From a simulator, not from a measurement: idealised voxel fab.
This is a process module. Its name is voxel released beams.
Cross-section cut: width 160 nm, square cells of 5 nm.
Cross-section layout: square cells on a grid; listed as bands, top to bottom; a band spans one or more cell rows.
Heights first: top, then bottom, in nm. Then materials, left to right, each with a width in nm. "edge to edge" on a single material: fills the band edge to edge. "air": empty space.
We count height from 0. Below that, the starting wafer is all one material. The lowest band never ends at the bottom but goes on down; see "0 -> down" for how that is written.
The expression "30 to 40" gives the width at the extremes of the band, the first number at its top row of cells and the second at its bottom row, with the width changing by equal amounts from each row to the next in between.
"identical to before" for a step: no cell of the cross-section changed in that step.
Entry "Sealed voids" = empty spaces >= 8 cells with no open way to the top; each as width x height at distance, distance from left edge, all nm.
If you see something after the settings on a step's line, that's the simulator's own remark about that step.
"overlay nm" answers the question of how far to the right of plan the mask lay on a step that has a mask, and when it is negative the answer is to the left.
[The process steps that were planned are listed below]
1 RECEIVE, material Si
2 CONFORMAL_DEP, material Al2O3, thk nm 5
3 DIRECTIONAL_DEP, material SiO2, thk nm 20
4 DIRECTIONAL_DEP, material aC, thk nm 15
5 PATTERN, tone open, mask id ANCHOR, material resist, width nm 35, thk nm 30, overlay nm 0
6 DIRECTIONAL_ETCH, etch materials aC, depth nm 15
7 STRIP, etch materials resist
8 DIRECTIONAL_ETCH, etch materials SiO2, depth nm 20
9 STRIP, etch materials aC
10 CONFORMAL_DEP, material W, thk nm 10
11 DIRECTIONAL_DEP, material aC, thk nm 10
12 PATTERN, tone cover, mask id BEAM, material resist, width nm 110, thk nm 30, overlay nm 0
13 DIRECTIONAL_ETCH, etch materials aC, depth nm 10
14 STRIP, etch materials resist
15 DIRECTIONAL_ETCH, etch materials W, depth nm 10
16 STRIP, etch materials aC
17 STRIP, etch materials SiO2
[On the first of the two wafers: run conducted according to plan]
[Received-state cross-section, reflecting completion of step 1]
> 0 -> down = Si edge to edge
> Sealed voids: none
[How the wafer stands in section after step 2]
> 5 -> 0 = Al2O3 edge to edge
> below 0: unchanged
[How the wafer stands in section after step 3]
> 25 -> 5 = SiO2 edge to edge
> below 5: unchanged
[How the wafer stands in section after step 4]
> 40 -> 25 = aC edge to edge
> below 25: unchanged
[How the wafer stands in section after step 5]
> 70 -> 40 = resist=25  air=35  resist=100
> below 40: unchanged
[How the wafer stands in section after step 6]
> 55 -> 40 = resist=25  air=35  resist=100
> 40 -> 25 = aC=25  air=35  aC=100
> below 25: unchanged
[How the wafer stands in section after step 7]
> 40 -> 25 = aC=25  air=35  aC=100
> below 25: unchanged
[How the wafer stands in section after step 8]
> 40 -> 25 = aC=25  air=35  aC=100
> 25 -> 5 = SiO2=25  air=35  SiO2=100
> below 5: unchanged
[How the wafer stands in section after step 9]
> 25 -> 5 = SiO2=25  air=35  SiO2=100
> below 5: unchanged
[How the wafer stands in section after step 10]
> 35 -> 25 = W=35  air=15  W=110
> 25 -> 15 = SiO2=25  W=10  air=15  W=10  SiO2=100
> 15 -> 5 = SiO2=25  W=35  SiO2=100
> below 5: unchanged
[How the wafer stands in section after step 11]
> 45 -> 35 = aC=35  air=15  aC=110
> 35 -> 25 = W=35  air=15  W=110
> 25 -> 15 = SiO2=25  W=10  aC=15  W=10  SiO2=100
> below 15: unchanged
[How the wafer stands in section after step 12]
> 75 -> 45 = air=20  resist=110  air=30
> 45 -> 35 = aC=35  resist=15  aC=110
> 35 -> 25 = W=35  resist=15  W=110
> below 25: unchanged
[How the wafer stands in section after step 13]
> 65 -> 45 = air=20  resist=110  air=30
> 45 -> 35 = air=20  aC=15  resist=15  aC=80  air=30
> below 35: unchanged
[How the wafer stands in section after step 14]
> 45 -> 35 = air=20  aC=15  air=15  aC=80  air=30
> 35 -> 25 = W=35  air=15  W=110
> below 25: unchanged
[How the wafer stands in section after step 15]
> 45 -> 35 = air=20  aC=15  air=15  aC=80  air=30
> 35 -> 25 = air=20  W=15  air=15  W=80  air=30
> below 25: unchanged
[How the wafer stands in section after step 16]
> 35 -> 25 = air=20  W=15  air=15  W=80  air=30
> 25 -> 15 = SiO2=25  W=10  air=15  W=10  SiO2=100
> below 15: unchanged
[How the wafer stands in section after step 17]
> 35 -> 25 = air=20  W=15  air=15  W=80  air=30
> 25 -> 15 = air=25  W=10  air=15  W=10  air=100
> 15 -> 5 = air=25  W=35  air=100
> below 5: unchanged
[Okay, second wafer. Nothing different at the start, nothing different in the plan, just one mistake somewhere in the running. As far as step 1, counting that step, it's the first wafer all over again]
Cross-section of the second wafer at the time by which step 2 should have been completed according to the plan: identical to before
[Cross-section of the second wafer at the time by which step 3 should have been completed according to the plan]
> 20 -> 0 = SiO2 edge to edge
> below 0: unchanged
[Cross-section of the second wafer at the time by which step 4 should have been completed according to the plan]
> 35 -> 20 = aC edge to edge
> below 20: unchanged
[Cross-section of the second wafer at the time by which step 5 should have been completed according to the plan]
> 65 -> 35 = resist=25  air=35  resist=100
> below 35: unchanged
[Cross-section of the second wafer at the time by which step 6 should have been completed according to the plan]
> 50 -> 35 = resist=25  air=35  resist=100
> 35 -> 20 = aC=25  air=35  aC=100
> below 20: unchanged
[Cross-section of the second wafer at the time by which step 7 should have been completed according to the plan]
> 35 -> 20 = aC=25  air=35  aC=100
> below 20: unchanged
[Cross-section of the second wafer at the time by which step 8 should have been completed according to the plan]
> 35 -> 20 = aC=25  air=35  aC=100
> 20 -> 0 = SiO2=25  air=35  SiO2=100
> below 0: unchanged
[Cross-section of the second wafer at the time by which step 9 should have been completed according to the plan]
> 20 -> 0 = SiO2=25  air=35  SiO2=100
> below 0: unchanged
[Cross-section of the second wafer at the time by which step 10 should have been completed according to the plan]
> 30 -> 20 = W=35  air=15  W=110
> 20 -> 10 = SiO2=25  W=10  air=15  W=10  SiO2=100
> 10 -> 0 = SiO2=25  W=35  SiO2=100
> below 0: unchanged
[Cross-section of the second wafer at the time by which step 11 should have been completed according to the plan]
> 40 -> 30 = aC=35  air=15  aC=110
> 30 -> 20 = W=35  air=15  W=110
> 20 -> 10 = SiO2=25  W=10  aC=15  W=10  SiO2=100
> below 10: unchanged
[Cross-section of the second wafer at the time by which step 12 should have been completed according to the plan]
> 70 -> 40 = air=20  resist=110  air=30
> 40 -> 30 = aC=35  resist=15  aC=110
> 30 -> 20 = W=35  resist=15  W=110
> below 20: unchanged
[Cross-section of the second wafer at the time by which step 13 should have been completed according to the plan]
> 60 -> 40 = air=20  resist=110  air=30
> 40 -> 30 = air=20  aC=15  resist=15  aC=80  air=30
> below 30: unchanged
[Cross-section of the second wafer at the time by which step 14 should have been completed according to the plan]
> 40 -> 30 = air=20  aC=15  air=15  aC=80  air=30
> 30 -> 20 = W=35  air=15  W=110
> below 20: unchanged
[Cross-section of the second wafer at the time by which step 15 should have been completed according to the plan]
> 40 -> 30 = air=20  aC=15  air=15  aC=80  air=30
> 30 -> 20 = air=20  W=15  air=15  W=80  air=30
> below 20: unchanged
[Cross-section of the second wafer at the time by which step 16 should have been completed according to the plan]
> 30 -> 20 = air=20  W=15  air=15  W=80  air=30
> 20 -> 10 = SiO2=25  W=10  air=15  W=10  SiO2=100
> below 10: unchanged
[Cross-section of the second wafer at the time by which step 17 should have been completed according to the plan]
> 30 -> 20 = air=20  W=15  air=15  W=80  air=30
> 20 -> 10 = air=25  W=10  air=15  W=10  air=100
> 10 -> 0 = air=25  W=35  air=100
> below 0: unchanged
Want to know what went wrong? step 2 of the plan never got run, it was skipped over
Wrapping up, a cell-based count of both wafers puts the second over or under the first for these materials: 32 fewer of Al2O3
